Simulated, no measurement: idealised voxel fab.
Documented hereafter: the process module known as voxel self aligned vias.
Cross-section cut: width 235 nm, square cells of 5 nm.
When this document writes out a cross-section, it uses a grid of square cells and lists it as bands, beginning at the top and moving down, with a band standing for one or more rows of cells.
A band entry consists of two parts. The first gives the height of the band's top and the height of its bottom, in nm. The rest lists the band's materials from left to right, each with its width in nm. A single material labelled with the word "everywhere" fills the band from edge to edge, and the word "empty" marks empty space.
Heights are reckoned from 0. Under this level, the received wafer is all of one material. The bottommost band is open-ended downward, for example "z 0 and below".
Think of "30..40" as a width that walks from the first number to the second as you go down the band, top row to bottom row, taking equal-sized steps from row to row.
The cross-section has no changed cell in any step marked "identical to before".
Enclosed voids (no open way to top), threshold 8 cells or more, entry "Cavities, sealed", notation width x height at distance, distance from left edge, nm.
Step line, after settings: the simulator's comment on this step.
For masked steps, "overlay nm" on the step line gives how far right of plan the mask actually lay; a minus sign means it lay to the left.

The planned process steps are enumerated hereunder
1: RECEIVE, material Si
2: CONFORMAL_DEP, material SiO2, thk nm 15
3: CONFORMAL_DEP, material SiCN, thk nm 5
4: DIRECTIONAL_DEP, material SiO2, thk nm 30
5: MASKED_ETCH, tone open, mask id LINES, width nm 30, pitch nm 70, etch materials SiO2, depth nm 30, overlay nm 0
6: CONFORMAL_DEP, material TiN, thk nm 5
7: FILL_DEP, material W, thk nm 10
8: CMP, height nm 50
9: SELECTIVE_ETCH, etch materials W Ru TiN, depth nm 10
10: FILL_DEP, material SiN, thk nm 5
11: CMP, height nm 50
12: DIRECTIONAL_DEP, material SiO2, thk nm 20
13: PATTERN, tone open, mask id VIAS, material resist, width nm 50, pitch nm 140, thk nm 20, overlay nm 0
14: DIRECTIONAL_ETCH, etch materials SiO2, depth nm 20
15: DIRECTIONAL_ETCH, etch materials SiN, depth nm 10
16: STRIP, etch materials resist
17: CONFORMAL_DEP, material TiN, thk nm 5
18: FILL_DEP, material W, thk nm 10
19: CMP, height nm 70
20: CONFORMAL_DEP, material SiN, thk nm 5

First of two wafers: run as planned

Cross-section of the wafer upon arrival, representing the state reached after step 1
* z 0 and below | Si everywhere
* Cavities, sealed: none

You're looking at a cross-section of the wafer after step 2
* z 15 to 0 | SiO2 everywhere
* Nothing below the height 0 has changed.

You're looking at a cross-section of the wafer after step 3
* z 20 to 15 | SiCN everywhere
* Nothing below the height 15 has changed.

You're looking at a cross-section of the wafer after step 4
* z 50 to 20 | SiO2 everywhere
* Nothing below the height 20 has changed.

You're looking at a cross-section of the wafer after step 5
* z 50 to 20 | SiO2: 30, then empty: 30, then SiO2: 40, then empty: 30, then SiO2: 40, then empty: 30, then SiO2: 35
* Nothing below the height 20 has changed.

You're looking at a cross-section of the wafer after step 6
* z 55 to 50 | TiN: 35, then empty: 20, then TiN: 50, then empty: 20, then TiN: 50, then empty: 20, then TiN: 40
* z 50 to 25 | SiO2: 30, then TiN: 5, then empty: 20, then TiN: 5, then SiO2: 40, then TiN: 5, then empty: 20, then TiN: 5, then SiO2: 40, then TiN: 5, then empty: 20, then TiN: 5, then SiO2: 35
* z 25 to 20 | SiO2: 30, then TiN: 30, then SiO2: 40, then TiN: 30, then SiO2: 40, then TiN: 30, then SiO2: 35
* Nothing below the height 20 has changed.

You're looking at a cross-section of the wafer after step 7
* z 65 to 55 | W everywhere
* z 55 to 50 | TiN: 35, then W: 20, then TiN: 50, then W: 20, then TiN: 50, then W: 20, then TiN: 40
* z 50 to 25 | SiO2: 30, then TiN: 5, then W: 20, then TiN: 5, then SiO2: 40, then TiN: 5, then W: 20, then TiN: 5, then SiO2: 40, then TiN: 5, then W: 20, then TiN: 5, then SiO2: 35
* Nothing below the height 25 has changed.

You're looking at a cross-section of the wafer after step 8
* z 50 to 25 | SiO2: 30, then TiN: 5, then W: 20, then TiN: 5, then SiO2: 40, then TiN: 5, then W: 20, then TiN: 5, then SiO2: 40, then TiN: 5, then W: 20, then TiN: 5, then SiO2: 35
* Nothing below the height 25 has changed.

You're looking at a cross-section of the wafer after step 9
* z 50 to 40 | SiO2: 30, then empty: 30, then SiO2: 40, then empty: 30, then SiO2: 40, then empty: 30, then SiO2: 35
* Nothing below the height 40 has changed.

You're looking at a cross-section of the wafer after step 10
* z 55 to 50 | SiN everywhere
* z 50 to 40 | SiO2: 30, then SiN: 30, then SiO2: 40, then SiN: 30, then SiO2: 40, then SiN: 30, then SiO2: 35
* Nothing below the height 40 has changed.

You're looking at a cross-section of the wafer after step 11
* z 50 to 40 | SiO2: 30, then SiN: 30, then SiO2: 40, then SiN: 30, then SiO2: 40, then SiN: 30, then SiO2: 35
* Nothing below the height 40 has changed.

You're looking at a cross-section of the wafer after step 12
* z 70 to 50 | SiO2 everywhere
* Nothing below the height 50 has changed.

You're looking at a cross-section of the wafer after step 13
* z 90 to 70 | resist: 20, then empty: 50, then resist: 90, then empty: 50, then resist: 25
* Nothing below the height 70 has changed.

You're looking at a cross-section of the wafer after step 14
* z 90 to 70 | resist: 20, then empty: 50, then resist: 90, then empty: 50, then resist: 25
* z 70 to 50 | SiO2: 20, then empty: 50, then SiO2: 90, then empty: 50, then SiO2: 25
* Nothing below the height 50 has changed.

You're looking at a cross-section of the wafer after step 15
* z 90 to 70 | resist: 20, then empty: 50, then resist: 90, then empty: 50, then resist: 25
* z 70 to 50 | SiO2: 20, then empty: 50, then SiO2: 90, then empty: 50, then SiO2: 25
* z 50 to 40 | SiO2: 30, then empty: 30, then SiO2: 40, then SiN: 30, then SiO2: 40, then empty: 30, then SiO2: 35
* Nothing below the height 40 has changed.

You're looking at a cross-section of the wafer after step 16
* z 70 to 50 | SiO2: 20, then empty: 50, then SiO2: 90, then empty: 50, then SiO2: 25
* Nothing below the height 50 has changed.

You're looking at a cross-section of the wafer after step 17
* z 75 to 70 | TiN: 25, then empty: 40, then TiN: 100, then empty: 40, then TiN: 30
* z 70 to 55 | SiO2: 20, then TiN: 5, then empty: 40, then TiN: 5, then SiO2: 90, then TiN: 5, then empty: 40, then TiN: 5, then SiO2: 25
* z 55 to 50 | SiO2: 20, then TiN: 15, then empty: 20, then TiN: 15, then SiO2: 90, then TiN: 15, then empty: 20, then TiN: 15, then SiO2: 25
* z 50 to 45 | SiO2: 30, then TiN: 5, then empty: 20, then TiN: 5, then SiO2: 40, then SiN: 30, then SiO2: 40, then TiN: 5, then empty: 20, then TiN: 5, then SiO2: 35
* z 45 to 40 | SiO2: 30, then TiN: 30, then SiO2: 40, then SiN: 30, then SiO2: 40, then TiN: 30, then SiO2: 35
* Nothing below the height 40 has changed.

You're looking at a cross-section of the wafer after step 18
* z 85 to 75 | W everywhere
* z 75 to 70 | TiN: 25, then W: 40, then TiN: 100, then W: 40, then TiN: 30
* z 70 to 55 | SiO2: 20, then TiN: 5, then W: 40, then TiN: 5, then SiO2: 90, then TiN: 5, then W: 40, then TiN: 5, then SiO2: 25
* z 55 to 50 | SiO2: 20, then TiN: 15, then W: 20, then TiN: 15, then SiO2: 90, then TiN: 15, then W: 20, then TiN: 15, then SiO2: 25
* z 50 to 45 | SiO2: 30, then TiN: 5, then W: 20, then TiN: 5, then SiO2: 40, then SiN: 30, then SiO2: 40, then TiN: 5, then W: 20, then TiN: 5, then SiO2: 35
* Nothing below the height 45 has changed.

You're looking at a cross-section of the wafer after step 19
* z 70 to 55 | SiO2: 20, then TiN: 5, then W: 40, then TiN: 5, then SiO2: 90, then TiN: 5, then W: 40, then TiN: 5, then SiO2: 25
* Nothing below the height 55 has changed.

You're looking at a cross-section of the wafer after step 20
* z 75 to 70 | SiN everywhere
* Nothing below the height 70 has changed.

The second wafer began exactly as the first did and followed the same plan, but one mistake was made while running it; through step 4 inclusive, the two wafers are identical

The second wafer in cross-section, at the planned close of step 5
* z 50 to 20 | empty: 30, then SiO2: 30, then empty: 40, then SiO2: 30, then empty: 40, then SiO2: 30, then empty: 35
* Nothing below the height 20 has changed.

The second wafer in cross-section, at the planned close of step 6
* z 55 to 50 | empty: 25, then TiN: 40, then empty: 30, then TiN: 40, then empty: 30, then TiN: 40, then empty: 30
* z 50 to 25 | empty: 25, then TiN: 5, then SiO2: 30, then TiN: 5, then empty: 30, then TiN: 5, then SiO2: 30, then TiN: 5, then empty: 30, then TiN: 5, then SiO2: 30, then TiN: 5, then empty: 30
* z 25 to 20 | TiN: 30, then SiO2: 30, then TiN: 40, then SiO2: 30, then TiN: 40, then SiO2: 30, then TiN: 35
* Nothing below the height 20 has changed.

The second wafer in cross-section, at the planned close of step 7
* z 65 to 55 | W everywhere
* z 55 to 50 | W: 25, then TiN: 40, then W: 30, then TiN: 40, then W: 30, then TiN: 40, then W: 30
* z 50 to 25 | W: 25, then TiN: 5, then SiO2: 30, then TiN: 5, then W: 30, then TiN: 5, then SiO2: 30, then TiN: 5, then W: 30, then TiN: 5, then SiO2: 30, then TiN: 5, then W: 30
* Nothing below the height 25 has changed.

The second wafer in cross-section, at the planned close of step 8
* z 50 to 25 | W: 25, then TiN: 5, then SiO2: 30, then TiN: 5, then W: 30, then TiN: 5, then SiO2: 30, then TiN: 5, then W: 30, then TiN: 5, then SiO2: 30, then TiN: 5, then W: 30
* Nothing below the height 25 has changed.

The second wafer in cross-section, at the planned close of step 9
* z 50 to 40 | empty: 30, then SiO2: 30, then empty: 40, then SiO2: 30, then empty: 40, then SiO2: 30, then empty: 35
* Nothing below the height 40 has changed.

The second wafer in cross-section, at the planned close of step 10
* z 55 to 50 | SiN everywhere
* z 50 to 40 | SiN: 30, then SiO2: 30, then SiN: 40, then SiO2: 30, then SiN: 40, then SiO2: 30, then SiN: 35
* Nothing below the height 40 has changed.

The second wafer in cross-section, at the planned close of step 11
* z 50 to 40 | SiN: 30, then SiO2: 30, then SiN: 40, then SiO2: 30, then SiN: 40, then SiO2: 30, then SiN: 35
* Nothing below the height 40 has changed.

The second wafer in cross-section, at the planned close of step 12
* z 70 to 50 | SiO2 everywhere
* Nothing below the height 50 has changed.

The second wafer in cross-section, at the planned close of step 13
* z 90 to 70 | resist: 20, then empty: 50, then resist: 90, then empty: 50, then resist: 25
* Nothing below the height 70 has changed.

The second wafer in cross-section, at the planned close of step 14
* z 90 to 70 | resist: 20, then empty: 50, then resist: 90, then empty: 50, then resist: 25
* z 70 to 50 | SiO2: 20, then empty: 50, then SiO2: 90, then empty: 50, then SiO2: 25
* Nothing below the height 50 has changed.

The second wafer in cross-section, at the planned close of step 15
* z 90 to 70 | resist: 20, then empty: 50, then resist: 90, then empty: 50, then resist: 25
* z 70 to 50 | SiO2: 20, then empty: 50, then SiO2: 90, then empty: 50, then SiO2: 25
* z 50 to 40 | SiN: 20, then empty: 10, then SiO2: 30, then empty: 10, then SiN: 30, then SiO2: 30, then SiN: 30, then empty: 10, then SiO2: 30, then empty: 10, then SiN: 25
* Nothing below the height 40 has changed.

The second wafer in cross-section, at the planned close of step 16
* z 70 to 50 | SiO2: 20, then empty: 50, then SiO2: 90, then empty: 50, then SiO2: 25
* Nothing below the height 50 has changed.

The second wafer in cross-section, at the planned close of step 17
* z 75 to 70 | TiN: 25, then empty: 40, then TiN: 100, then empty: 40, then TiN: 30
* z 70 to 55 | SiO2: 20, then TiN: 5, then empty: 40, then TiN: 5, then SiO2: 90, then TiN: 5, then empty: 40, then TiN: 5, then SiO2: 25
* z 55 to 50 | SiO2: 20, then TiN: 50, then SiO2: 90, then TiN: 50, then SiO2: 25
* z 50 to 40 | SiN: 20, then TiN: 10, then SiO2: 30, then TiN: 10, then SiN: 30, then SiO2: 30, then SiN: 30, then TiN: 10, then SiO2: 30, then TiN: 10, then SiN: 25
* Nothing below the height 40 has changed.

The second wafer in cross-section, at the planned close of step 18
* z 85 to 75 | W everywhere
* z 75 to 70 | TiN: 25, then W: 40, then TiN: 100, then W: 40, then TiN: 30
* z 70 to 55 | SiO2: 20, then TiN: 5, then W: 40, then TiN: 5, then SiO2: 90, then TiN: 5, then W: 40, then TiN: 5, then SiO2: 25
* Nothing below the height 55 has changed.

The second wafer in cross-section, at the planned close of step 19
* z 70 to 55 | SiO2: 20, then TiN: 5, then W: 40, then TiN: 5, then SiO2: 90, then TiN: 5, then W: 40, then TiN: 5, then SiO2: 25
* Nothing below the height 55 has changed.

The second wafer in cross-section, at the planned close of step 20
* z 75 to 70 | SiN everywhere
* Nothing below the height 70 has changed.
In executing the process, a mistake was made relative to the plan: step 5 off recipe, ran as MASKED_ETCH, tone cover, mask id LINES, width nm 30, pitch nm 70, etch materials SiO2, depth nm 30, overlay nm 0
In the final state, the cell counts of the second wafer exceed or fall short of those of the first for the following materials: 30 more of SiN; 66 fewer of SiO2; 19 more of TiN; 17 more of W
